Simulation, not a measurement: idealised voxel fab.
Documented hereafter: the process module known as voxel gate over fins.
295 nm wide, 5 nm square cells: that's cross-section cut.
When this document writes out a cross-section, it uses a grid of square cells and lists it as bands, beginning at the top and moving down, with a band standing for one or more rows of cells.
Look at the band entry: it leads with the top's height and the bottom's height in nm. Then it lists the materials left to right, with a width in nm for each. The word "edge to edge" on a single material says that material fills the band edge to edge. The word "air" is empty space.
For the purposes of this specification, 0 denotes the height below which the wafer in its as-received condition is composed wholly of one material, and the lowermost band, lacking a lower limit, extends downward without end, as expressed in "0 and below".
A width given as "30->40" starts at the first number in the band's top row and ends at the second number in its bottom row, shifting by an equal amount at every step from row to row.
Basically "no modifications" means that step didn't change any cell in the cross-section.
Each empty space that has no open way to the top and spans at least 8 cells appears under "Sealed cavities" as width x height at distance, the distance counted from the left edge, all in nm.
Note: text after step settings on the step line = simulator remark on that step.
When a step includes a mask, the "overlay nm" setting on its line states how far to the right of its planned place that mask lay, and negative values state how far to the left.

-- Set out below are the planned steps of the process
step 1: RECEIVE [material Si]
step 2: CONFORMAL_DEP [material SiN] [thk nm 10]
step 3: MASKED_ETCH [tone cover] [mask id FINS] [width nm 15] [pitch nm 55] [etch materials SiN] [depth nm 10] [overlay nm 0]
step 4: MASKED_ETCH [tone cover] [mask id FINS] [width nm 15] [pitch nm 55] [etch materials Si] [depth nm 35] [overlay nm 0]
step 5: FILL_DEP [material SiO2] [thk nm 10]
step 6: CMP [height nm 10]
step 7: PATTERN [tone open] [mask id RAIL] [material resist] [width nm 15] [thk nm 15] [overlay nm 0]
step 8: DIRECTIONAL_ETCH [etch materials SiO2] [depth nm 40]
step 9: STRIP [etch materials resist]
step 10: CONFORMAL_DEP [material TiN] [thk nm 5]
step 11: FILL_DEP [material Ru] [thk nm 5]
step 12: CMP [height nm 10]
step 13: SELECTIVE_ETCH [etch materials W Ru TiN] [depth nm 30]
step 14: FILL_DEP [material SiO2] [thk nm 5]
step 15: CMP [height nm 10]
step 16: SELECTIVE_ETCH [etch materials SiO2] [depth nm 25]
step 17: STRIP [etch materials SiN]
step 18: CONFORMAL_DEP [material HfO2] [thk nm 5]
step 19: CONFORMAL_DEP [material TiN] [thk nm 5]
step 20: FILL_DEP [material W] [thk nm 10]
step 21: CMP [height nm 15]
step 22: CONFORMAL_DEP [material SiCN] [thk nm 10]

-- So this is the incoming wafer in cross-section - it's already been through step 1
	0 and below | Si edge to edge
	Sealed cavities: none

-- Run as planned - first of the two wafers cross-sectioned at the end of the module
	25 down to 15 | SiCN edge to edge
	15 down to 10 | W edge to edge
	10 down to 5 | W: 100 / TiN: 35 / W: 20 / TiN: 35 / W: 105
	5 down to 0 | W: 100 / TiN: 5 / HfO2: 25 / TiN: 5 / W: 20 / TiN: 5 / HfO2: 25 / TiN: 5 / W: 105
	0 down to -5 | W: 100 / TiN: 5 / HfO2: 5 / Si: 15 / HfO2: 5 / TiN: 5 / W: 20 / TiN: 5 / HfO2: 5 / Si: 15 / HfO2: 5 / TiN: 5 / W: 105
	-5 down to -10 | TiN: 105 / HfO2: 5 / Si: 15 / HfO2: 5 / TiN: 30 / HfO2: 5 / Si: 15 / HfO2: 5 / TiN: 110
	-10 down to -15 | HfO2: 110 / Si: 15 / HfO2: 40 / Si: 15 / HfO2: 115
	-15 down to -20 | SiO2: 110 / Si: 15 / SiO2: 40 / Si: 15 / SiO2: 115
	-20 down to -25 | SiO2: 110 / Si: 15 / SiO2: 10 / TiN: 5 / Ru: 5 / TiN: 5 / SiO2: 15 / Si: 15 / SiO2: 115
	-25 down to -30 | SiO2: 110 / Si: 15 / SiO2: 10 / TiN: 15 / SiO2: 15 / Si: 15 / SiO2: 115
	-30 down to -35 | SiO2: 110 / Si: 15 / SiO2: 40 / Si: 15 / SiO2: 115
	-35 and below | Si edge to edge
	Sealed cavities: none

-- Presented here is a cross-section of the second of the two wafers as it stood at the end of the module. It was started in the same manner and assigned the same plan as the first wafer; however, one mistake was made in its execution
	25 down to 15 | SiCN edge to edge
	15 down to 10 | W edge to edge
	10 down to 5 | W: 100 / TiN: 35 / W: 20 / TiN: 35 / W: 105
	5 down to 0 | W: 100 / TiN: 5 / HfO2: 25 / TiN: 5 / W: 20 / TiN: 5 / HfO2: 25 / TiN: 5 / W: 105
	0 down to -5 | W: 100 / TiN: 5 / HfO2: 5 / Si: 15 / HfO2: 5 / TiN: 5 / W: 20 / TiN: 5 / HfO2: 5 / Si: 15 / HfO2: 5 / TiN: 5 / W: 105
	-5 down to -10 | TiN: 105 / HfO2: 5 / Si: 15 / HfO2: 5 / TiN: 30 / HfO2: 5 / Si: 15 / HfO2: 5 / TiN: 110
	-10 down to -15 | HfO2: 110 / Si: 15 / HfO2: 40 / Si: 15 / HfO2: 115
	-15 down to -20 | SiO2: 110 / Si: 15 / SiO2: 40 / Si: 15 / SiO2: 115
	-20 down to -25 | Ru: 105 / TiN: 5 / Si: 15 / TiN: 10 / SiO2: 15 / TiN: 5 / Ru: 5 / TiN: 5 / Si: 15 / TiN: 5 / Ru: 110
	-25 down to -30 | TiN: 110 / Si: 15 / TiN: 10 / SiO2: 15 / TiN: 15 / Si: 15 / TiN: 115
	-30 down to -35 | SiO2: 110 / Si: 15 / SiO2: 40 / Si: 15 / SiO2: 115
	-35 and below | Si edge to edge
	Sealed cavities: none
Plan not followed: step 7 did not happen as planned, as run it was PATTERN [tone cover] [mask id RAIL] [material resist] [width nm 15] [thk nm 15] [overlay nm 0]
The closing comparison, in cells, has the second wafer with more or fewer of some materials than the first: +43 Ru, -94 SiO2, +51 TiN
